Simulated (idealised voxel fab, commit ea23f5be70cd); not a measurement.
Process module in this document: voxel tone inversion
Xsec cut, 255 nm wide, square cell size 5 nm.
A cross-section in this document is a grid of square cells, and it is written down as bands, the top band listed before the ones below it; a band is made up of one or more rows of cells.
Read a band's entry like this: the first values are the height of its top and the height of its bottom in nm, and what follows is the sequence of materials from left to right, each with its width in nm. Note that "air" is empty space, and that a single material marked "throughout" reaches across the band from edge to edge.
Convention: height 0 is the level below which the wafer, as received, is all one material. The lowest band does not terminate at the bottom but continues downward, represented as "from 0 down".
Note: "30->40" means the width goes from the first number (top row of the band) to the second number (bottom row) in equal steps per row of cells.
"everything unchanged" for a step: no cell of the cross-section changed in that step.
Empty spaces counting at least 8 cells and having no open way to the top are listed in "Closed void listing". The notation width x height at distance is used for each, the distance being from the left edge and all three values in nm.
On each step's line, the part that comes after the settings is the simulator's own comment on the step.
overlay nm: mask offset rightward from planned place, masked step; negative means leftward offset.
STEPS PLANNED FOR THE PROCESS
step 1: RECEIVE: material Si
step 2: CONFORMAL_DEP: material SiCN, thk nm 5
step 3: DIRECTIONAL_DEP: material polySi, thk nm 15
step 4: PATTERN: tone cover, mask id POSTS, material resist, width nm 25, pitch nm 45, thk nm 20, overlay nm 0
step 5: DIRECTIONAL_ETCH: etch materials polySi, depth nm 15
step 6: STRIP: etch materials resist
step 7: FILL_DEP: material lowk, thk nm 5
step 8: CMP: height nm 20
step 9: STRIP: etch materials polySi
step 10: CONFORMAL_DEP: material TiN, thk nm 5
step 11: FILL_DEP: material Ru, thk nm 10
step 12: CMP: height nm 20
step 13: CONFORMAL_DEP: material SiCN, thk nm 5
THE CROSS-SECTION HERE SHOWS THE WAFER AS RECEIVED, I.E. IN ITS STATE AFTER STEP 1
> from 0 down | Si throughout
> Closed void listing: none
CROSS-SECTIONAL VIEW OF THE FIRST OF THE TWO WAFERS UPON COMPLETION OF THE MODULE, PROCESSED IN ACCORDANCE WITH THE PLAN
> from 25 to 20 | SiCN throughout
> from 20 to 10 | 90 lowk / 5 TiN / 15 Ru / 5 TiN / 20 lowk / 5 TiN / 15 Ru / 5 TiN / 95 lowk
> from 10 to 5 | 90 lowk / 25 TiN / 20 lowk / 25 TiN / 95 lowk
> from 5 to 0 | SiCN throughout
> from 0 down | Si throughout
> Closed void listing: none
CROSS-SECTIONAL VIEW OF THE SECOND OF TWO WAFERS UPON COMPLETION OF THE MODULE. THIS WAFER SHARED ITS STARTING CONDITION AND PROCESS PLAN WITH THE FIRST; ONE ERROR WAS MADE DURING ITS EXECUTION
> from 25 to 20 | SiCN throughout
> from 20 to 10 | 95 lowk / 5 TiN / 10 Ru / 5 TiN / 25 lowk / 5 TiN / 10 Ru / 5 TiN / 95 lowk
> from 10 to 5 | 95 lowk / 20 TiN / 25 lowk / 20 TiN / 95 lowk
> from 5 to 0 | SiCN throughout
> from 0 down | Si throughout
> Closed void listing: none
What went wrong in running the wafer? step 4 deviated from plan and actually ran as PATTERN: tone cover, mask id POSTS, material resist, width nm 20, pitch nm 45, thk nm 20, overlay nm 0
Final difference in cells, second wafer against first, listed per material as more or fewer: Ru: 4 fewer | TiN: 2 fewer | lowk: 6 more
